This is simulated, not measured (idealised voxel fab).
process module | voxel capacitor over wiring
cross-section cut | 245 nm wide | cells 5 nm
A cross-section is a grid of square cells, given in bands from the top down. A band is one or more rows of cells.
Each band's line starts with the height of the band's top and of its bottom, in nm. Then come its materials from left to right, each with its width in nm. One material with "throughout" fills the band from edge to edge. "air" is empty space.
Height 0 is the level under which the wafer as received is all one material. The lowest band goes on downwards, as in "0 down".
A width such as "30 to 40" changes by the same amount from each row of cells to the next, from the band's top row to its bottom row.
"no change" after a step means that no cell of the cross-section changed.
closed voids: empty space of 8 cells or more with no open way to the top, each as width x height at its distance from the left edge, in nm
after a step's settings: what the simulator itself notes on the step
overlay nm, on a step with a mask: how far to the right of its planned place the mask lay; to the left if negative
plan
1 op RECEIVE | material Si
2 op CONFORMAL_DEP | material SiO2 | thk nm 10
3 op DIRECTIONAL_DEP | material TiN | thk nm 5
4 op DIRECTIONAL_DEP | material Ru | thk nm 15
5 op PATTERN | tone cover | mask id METAL_1 | material resist | width nm 20 | pitch nm 85 | thk nm 20 | overlay nm 0
6 op DIRECTIONAL_ETCH | etch materials Ru | depth nm 15
7 op DIRECTIONAL_ETCH | etch materials TiN | depth nm 5
8 op STRIP | etch materials resist
9 op CONFORMAL_DEP | material SiN | thk nm 5
10 op FILL_DEP | material SiO2 | thk nm 10
11 op CMP | height nm 30
12 op CONFORMAL_DEP | material SiCN | thk nm 5
13 op DIRECTIONAL_DEP | material SiO2 | thk nm 15
14 op DIRECTIONAL_DEP | material aC | thk nm 10
15 op PATTERN | tone open | mask id PLUG_1 | material resist | width nm 15 | thk nm 25 | overlay nm 0
16 op DIRECTIONAL_ETCH | etch materials aC | depth nm 10
17 op STRIP | etch materials resist
18 op DIRECTIONAL_ETCH | etch materials SiO2 | depth nm 15
19 op DIRECTIONAL_ETCH | etch materials SiCN | depth nm 5
20 op STRIP | etch materials aC
21 op EPI | material Ru | thk nm 10
22 op EPI | material Ru | thk nm 10
23 op DIRECTIONAL_DEP | material TiN | thk nm 10
24 op DIRECTIONAL_DEP | material SiN | thk nm 5
25 op DIRECTIONAL_DEP | material TiN | thk nm 10
26 op PATTERN | tone cover | mask id UPPER_PLATE | material resist | width nm 70 | thk nm 15 | overlay nm 0
27 op DIRECTIONAL_ETCH | etch materials TiN | depth nm 10
28 op DIRECTIONAL_ETCH | etch materials SiN | depth nm 5
29 op STRIP | etch materials resist
30 op PATTERN | tone cover | mask id LOWER_PLATE | material resist | width nm 80 | thk nm 15 | overlay nm 0
31 op DIRECTIONAL_ETCH | etch materials TiN | depth nm 10
32 op STRIP | etch materials resist
33 op FILL_DEP | material SiO2 | thk nm 20
34 op CMP | height nm 90
35 op PATTERN | tone open | mask id PLUG_2 | material resist | width nm 15 | thk nm 15 | overlay nm 0
36 op DIRECTIONAL_ETCH | etch materials SiO2 | depth nm 15
37 op STRIP | etch materials resist
38 op CONFORMAL_DEP | material TiN | thk nm 5
39 op FILL_DEP | material W | thk nm 10
40 op CMP | height nm 90
41 op CONFORMAL_DEP | material SiN | thk nm 5
as received, after step 1
  0 down: Si throughout
  closed voids: none
a wafer at the end: this start, this plan, one mistake
  95 to 90: SiN throughout
  90 to 80: SiO2 85 | TiN 5 | W 5 | TiN 5 | SiO2 145
  80 to 75: SiO2 85 | TiN 15 | SiO2 145
  75 to 65: SiO2 75 | TiN 70 | SiO2 100
  65 to 60: SiO2 75 | SiN 70 | SiO2 100
  60 to 50: SiO2 70 | TiN 80 | SiO2 95
  50 to 35: SiO2 80 | Ru 15 | SiO2 150
  35 to 30: SiCN 80 | Ru 15 | SiCN 150
  30 to 15: SiO2 65 | SiN 5 | Ru 20 | SiN 5 | SiO2 55 | SiN 5 | Ru 20 | SiN 5 | SiO2 65
  15 to 10: SiN 70 | TiN 20 | SiN 65 | TiN 20 | SiN 70
  10 to 0: SiO2 throughout
  0 down: Si throughout
  closed voids: none
what went wrong: step 15 ran as: op PATTERN | tone open | mask id PLUG_1 | material resist | width nm 15 | thk nm 25 | overlay nm 5
